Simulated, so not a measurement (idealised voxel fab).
process module | voxel self aligned vias
cross-section cut | 285 nm wide | cells 5 nm
A cross-section is a grid of square cells, given in bands from the top down. A band is one or more rows of cells.
Each band's line starts with the height of the band's top and of its bottom, in nm. Then come its materials from left to right, each with its width in nm. One material with "throughout" fills the band from edge to edge. "air" is empty space.
Height 0 is the level under which the wafer as received is all one material. The lowest band goes on downwards, as in "0 down".
A width such as "30 to 40" changes by the same amount from each row of cells to the next, from the band's top row to its bottom row.
"no change" after a step means that no cell of the cross-section changed.
closed voids: empty space of 8 cells or more with no open way to the top, each as width x height at its distance from the left edge, in nm
after a step's settings: what the simulator itself notes on the step
overlay nm, on a step with a mask: how far to the right of its planned place the mask lay; to the left if negative
plan
1 op RECEIVE | material Si
2 op CONFORMAL_DEP | material SiO2 | thk nm 10
3 op CONFORMAL_DEP | material SiCN | thk nm 5
4 op DIRECTIONAL_DEP | material lowk | thk nm 30
5 op MASKED_ETCH | tone open | mask id LINES | width nm 30 | pitch nm 75 | etch materials lowk | depth nm 30 | overlay nm 0
6 op CONFORMAL_DEP | material TiN | thk nm 5
7 op FILL_DEP | material Ru | thk nm 5
8 op CMP | height nm 45
9 op SELECTIVE_ETCH | etch materials W Ru TiN | depth nm 5
10 op FILL_DEP | material SiN | thk nm 5
11 op CMP | height nm 45
12 op DIRECTIONAL_DEP | material lowk | thk nm 20
13 op MASKED_ETCH | tone open | mask id VIAS | width nm 50 | pitch nm 75 | etch materials lowk | depth nm 20 | overlay nm 0
14 op MASKED_ETCH | tone open | mask id VIAS | width nm 50 | pitch nm 75 | etch materials SiN | depth nm 5 | overlay nm 0
15 op CONFORMAL_DEP | material TiN | thk nm 5
16 op FILL_DEP | material Cu | thk nm 5
17 op CMP | height nm 65
18 op CONFORMAL_DEP | material SiCN | thk nm 5
first wafer, as planned
as received, after step 1
  0 down: Si throughout
  closed voids: none
after step 2
  10 to 0: SiO2 throughout
  below 0: unchanged
after step 3
  15 to 10: SiCN throughout
  below 10: unchanged
after step 4
  45 to 15: lowk throughout
  below 15: unchanged
after step 5
  45 to 15: lowk 90 | air 30 | lowk 45 | air 30 | lowk 90
  below 15: unchanged
after step 6
  50 to 45: TiN 95 | air 20 | TiN 55 | air 20 | TiN 95
  45 to 20: lowk 90 | TiN 5 | air 20 | TiN 5 | lowk 45 | TiN 5 | air 20 | TiN 5 | lowk 90
  20 to 15: lowk 90 | TiN 30 | lowk 45 | TiN 30 | lowk 90
  below 15: unchanged
after step 7
  55 to 50: Ru throughout
  50 to 45: TiN 95 | Ru 20 | TiN 55 | Ru 20 | TiN 95
  45 to 20: lowk 90 | TiN 5 | Ru 20 | TiN 5 | lowk 45 | TiN 5 | Ru 20 | TiN 5 | lowk 90
  below 20: unchanged
after step 8
  45 to 20: lowk 90 | TiN 5 | Ru 20 | TiN 5 | lowk 45 | TiN 5 | Ru 20 | TiN 5 | lowk 90
  below 20: unchanged
after step 9
  45 to 40: lowk 90 | air 30 | lowk 45 | air 30 | lowk 90
  below 40: unchanged
after step 10
  50 to 45: SiN throughout
  45 to 40: lowk 90 | SiN 30 | lowk 45 | SiN 30 | lowk 90
  below 40: unchanged
after step 11
  45 to 40: lowk 90 | SiN 30 | lowk 45 | SiN 30 | lowk 90
  below 40: unchanged
after step 12
  65 to 45: lowk throughout
  below 45: unchanged
after step 13
  65 to 45: lowk 80 | air 50 | lowk 25 | air 50 | lowk 80
  below 45: unchanged
after step 14
  65 to 45: lowk 80 | air 50 | lowk 25 | air 50 | lowk 80
  45 to 40: lowk 90 | air 30 | lowk 45 | air 30 | lowk 90
  below 40: unchanged
after step 15
  70 to 65: TiN 85 | air 40 | TiN 35 | air 40 | TiN 85
  65 to 50: lowk 80 | TiN 5 | air 40 | TiN 5 | lowk 25 | TiN 5 | air 40 | TiN 5 | lowk 80
  50 to 45: lowk 80 | TiN 15 | air 20 | TiN 15 | lowk 25 | TiN 15 | air 20 | TiN 15 | lowk 80
  45 to 40: lowk 90 | TiN 30 | lowk 45 | TiN 30 | lowk 90
  below 40: unchanged
after step 16
  75 to 70: Cu throughout
  70 to 65: TiN 85 | Cu 40 | TiN 35 | Cu 40 | TiN 85
  65 to 50: lowk 80 | TiN 5 | Cu 40 | TiN 5 | lowk 25 | TiN 5 | Cu 40 | TiN 5 | lowk 80
  50 to 45: lowk 80 | TiN 15 | Cu 20 | TiN 15 | lowk 25 | TiN 15 | Cu 20 | TiN 15 | lowk 80
  below 45: unchanged
after step 17
  65 to 50: lowk 80 | TiN 5 | Cu 40 | TiN 5 | lowk 25 | TiN 5 | Cu 40 | TiN 5 | lowk 80
  below 50: unchanged
after step 18
  70 to 65: SiCN throughout
  below 65: unchanged
second wafer: like start, like plan, one mistake. Through step 6 it matches the first wafer
when step 7 should have ended
  55 to 50: Cu throughout
  50 to 45: TiN 95 | Cu 20 | TiN 55 | Cu 20 | TiN 95
  45 to 20: lowk 90 | TiN 5 | Cu 20 | TiN 5 | lowk 45 | TiN 5 | Cu 20 | TiN 5 | lowk 90
  below 20: unchanged
when step 8 should have ended
  45 to 20: lowk 90 | TiN 5 | Cu 20 | TiN 5 | lowk 45 | TiN 5 | Cu 20 | TiN 5 | lowk 90
  below 20: unchanged
when step 9 should have ended
  45 to 40: lowk 90 | air 5 | Cu 20 | air 5 | lowk 45 | air 5 | Cu 20 | air 5 | lowk 90
  below 40: unchanged
when step 10 should have ended
  50 to 45: SiN throughout
  45 to 40: lowk 90 | SiN 5 | Cu 20 | SiN 5 | lowk 45 | SiN 5 | Cu 20 | SiN 5 | lowk 90
  below 40: unchanged
when step 11 should have ended
  45 to 40: lowk 90 | SiN 5 | Cu 20 | SiN 5 | lowk 45 | SiN 5 | Cu 20 | SiN 5 | lowk 90
  below 40: unchanged
when step 12 should have ended
  65 to 45: lowk throughout
  below 45: unchanged
when step 13 should have ended
  65 to 45: lowk 80 | air 50 | lowk 25 | air 50 | lowk 80
  below 45: unchanged
when step 14 should have ended
  65 to 45: lowk 80 | air 50 | lowk 25 | air 50 | lowk 80
  45 to 40: lowk 90 | air 5 | Cu 20 | air 5 | lowk 45 | air 5 | Cu 20 | air 5 | lowk 90
  below 40: unchanged
when step 15 should have ended
  70 to 65: TiN 85 | air 40 | TiN 35 | air 40 | TiN 85
  65 to 50: lowk 80 | TiN 5 | air 40 | TiN 5 | lowk 25 | TiN 5 | air 40 | TiN 5 | lowk 80
  50 to 45: lowk 80 | TiN 50 | lowk 25 | TiN 50 | lowk 80
  45 to 20: lowk 90 | TiN 5 | Cu 20 | TiN 5 | lowk 45 | TiN 5 | Cu 20 | TiN 5 | lowk 90
  below 20: unchanged
when step 16 should have ended
  75 to 70: Cu throughout
  70 to 65: TiN 85 | Cu 40 | TiN 35 | Cu 40 | TiN 85
  65 to 50: lowk 80 | TiN 5 | Cu 40 | TiN 5 | lowk 25 | TiN 5 | Cu 40 | TiN 5 | lowk 80
  below 50: unchanged
when step 17 should have ended
  65 to 50: lowk 80 | TiN 5 | Cu 40 | TiN 5 | lowk 25 | TiN 5 | Cu 40 | TiN 5 | lowk 80
  below 50: unchanged
when step 18 should have ended
  70 to 65: SiCN throughout
  below 65: unchanged
what went wrong: step 7 ran as: op FILL_DEP | material Cu | thk nm 5
at the end the second wafer has, in cells: 32 more of Cu | 32 fewer of Ru
